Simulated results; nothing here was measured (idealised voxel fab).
voxel spacer lines: a process module
The cross-section shown here is cut; it is 300 nm wide and divided into square cells measuring 5 nm on a side.
Think of the cross-section as a grid of square cells. We describe it in bands, top to bottom, and each band covers one or more rows of those cells. What a band's entry tells you: where the top is and where the bottom is, as heights in nm, and after that what lies inside, material by material from left to right, each with its width in nm. Empty space is written as the word "air", and a single material marked with the word "edge to edge" occupies the band from edge to edge. Heads up on the height convention: 0 is the point under which the incoming wafer is all one material, and the lowest band has no bottom, it just keeps going down, like "0 and below". The two numbers in a width such as "30 to 40" mark its ends across the band: the first belongs to the top row of cells, the second to the bottom row, and from each row to the next the width moves by the same amount. "no alterations made" (step): cross-section cells unchanged, all of them. Look at "Trapped void list" for the closed voids: empty spaces with no open path to the top, sized 8 cells or up. Each is width x height at distance, distance from the left edge, all nm. Note: text after step settings on the step line = simulator remark on that step. "overlay nm", when on a step's line for a step with a mask, measures how far to the right of its planned place the mask lay; a negative measure means to the left.
The process steps that were planned are listed below:
1 RECEIVE with material Si
2 CONFORMAL_DEP with material SiO2, thk nm 5
3 DIRECTIONAL_DEP with material W, thk nm 10
4 DIRECTIONAL_DEP with material polySi, thk nm 30
5 PATTERN with tone cover, mask id MANDREL, material resist, width nm 20, pitch nm 70, thk nm 35, overlay nm 0
6 DIRECTIONAL_ETCH with etch materials polySi, depth nm 30
7 STRIP with etch materials resist
8 CONFORMAL_DEP with material SiN, thk nm 15
9 DIRECTIONAL_ETCH with etch materials SiN, depth nm 15
10 STRIP with etch materials polySi
11 DIRECTIONAL_ETCH with etch materials W, depth nm 10
12 STRIP with etch materials SiN
13 FILL_DEP with material SiO2, thk nm 5
14 CMP with height nm 15
Delivered wafer in cross-section: state after step 1:
- 0 and below: Si edge to edge
- Trapped void list: none
First wafer of two, sectioned at end of module; run went per plan:
- 15 down to 5: SiO2 55 nm, W 15 nm, SiO2 20 nm, W 15 nm, SiO2 20 nm, W 15 nm, SiO2 20 nm, W 15 nm, SiO2 20 nm, W 15 nm, SiO2 20 nm, W 15 nm, SiO2 55 nm
- 5 down to 0: SiO2 edge to edge
- 0 and below: Si edge to edge
- Trapped void list: none
Wafer two (of two), end-of-module cross-section: start = wafer one, plan = wafer one, one run mistake:
- 15 down to 5: SiO2 55 nm, W 15 nm, SiO2 20 nm, W 15 nm, SiO2 20 nm, W 15 nm, SiO2 20 nm, W 15 nm, SiO2 20 nm, W 15 nm, SiO2 20 nm, W 15 nm, SiO2 55 nm
- 5 down to 0: W edge to edge
- 0 and below: Si edge to edge
- Trapped void list: none
So what did we get wrong on this run? step 2 changed vs plan, executed as CONFORMAL_DEP with material W, thk nm 5
Once processing is complete, comparing cell counts shows that the second wafer has more or fewer of certain materials than the first: SiO2 -60 | W +60
